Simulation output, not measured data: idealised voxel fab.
The following process module bears the name voxel wiring stack.
cross-section cut | 255 nm wide | cells 5 nm
In what follows, cross-sections appear as grids of square cells, described through bands that run from the top down, where every band is one or more rows of cells. Band: top height; bottom height; in nm. Then, left to right: material with width in nm, for each material. "edge to edge": a single material spanning edge to edge. "blank": empty space. Heights from 0 (as-received wafer is one material below). Bottom band endless downward, as "0 -> down". Top row gets the first number, bottom row gets the second, and each row in between changes by the same step: that is how a band width like "30->40" works. "all unchanged" -> step changed no cross-section cell. Enclosed voids (no open way to top), threshold 8 cells or more, entry "Voids lacking openings", notation width x height at distance, distance from left edge, nm. The remark found on a step's line after its settings is issued by the simulator itself and pertains to that step. The setting "overlay nm" may be written on the line of a step. When the step uses a mask, the value reports how far to the right of the planned place the mask lay, and a negative value reports that it lay to the left.

**The process steps that were planned are listed below**
| 1 | RECEIVE | material Si |
| 2 | CONFORMAL_DEP | material SiO2 | thk nm 15 |
| 3 | CONFORMAL_DEP | material SiN | thk nm 5 |
| 4 | DIRECTIONAL_DEP | material lowk | thk nm 15 |
| 5 | DIRECTIONAL_DEP | material aC | thk nm 10 |
| 6 | PATTERN | tone open | mask id METAL_1 | material resist | width nm 20 | pitch nm 35 | thk nm 25 | overlay nm 0 |
| 7 | DIRECTIONAL_ETCH | etch materials aC | depth nm 10 |
| 8 | STRIP | etch materials resist |
| 9 | DIRECTIONAL_ETCH | etch materials lowk | depth nm 15 |
| 10 | DIRECTIONAL_ETCH | etch materials SiN | depth nm 5 |
| 11 | STRIP | etch materials aC |
| 12 | CONFORMAL_DEP | material TiN | thk nm 5 |
| 13 | FILL_DEP | material Cu | thk nm 10 |
| 14 | CMP | height nm 35 |
| 15 | CONFORMAL_DEP | material SiCN | thk nm 5 |
| 16 | DIRECTIONAL_DEP | material lowk | thk nm 30 |
| 17 | PATTERN | tone open | mask id METAL_2_HOLES | material resist | width nm 15 | pitch nm 70 | thk nm 15 | overlay nm 0 |
| 18 | DIRECTIONAL_ETCH | etch materials lowk | depth nm 30 |
| 19 | STRIP | etch materials resist |
| 20 | MASKED_ETCH | tone open | mask id METAL_2 | width nm 20 | pitch nm 35 | etch materials lowk | depth nm 20 | overlay nm 0 |
| 21 | MASKED_ETCH | tone open | mask id METAL_2 | width nm 20 | pitch nm 35 | etch materials SiCN | depth nm 5 | overlay nm 0 |
| 22 | CONFORMAL_DEP | material TiN | thk nm 5 |
| 23 | FILL_DEP | material Cu | thk nm 5 |
| 24 | CMP | height nm 70 |
| 25 | CONFORMAL_DEP | material SiN | thk nm 5 |
The plan's step 17 width nm is the first wafer's value; the wafers differ in this setting and start identical.

**As received, i.e. after step 1: cross-section through the first of several wafers**
> 0 -> down  Si edge to edge
> Voids lacking openings: none

**Quick key for the table: a row per wafer, taken at the end of the module. For each material it tells you how many cells the wafer gained (+) or lost (-) since it came in, and the closed voids come after**
width nm 15; +54 Cu; +45 SiCN; +86 SiN; +153 SiO2; +92 TiN; +335 lowk; Voids lacking openings: none
width nm 20; +60 Cu; +43 SiCN; +86 SiN; +153 SiO2; +92 TiN; +331 lowk; Voids lacking openings: none
width nm 25; +70 Cu; +43 SiCN; +86 SiN; +153 SiO2; +94 TiN; +319 lowk; Voids lacking openings: none
width nm 30; +80 Cu; +43 SiCN; +86 SiN; +153 SiO2; +96 TiN; +307 lowk; Voids lacking openings: none
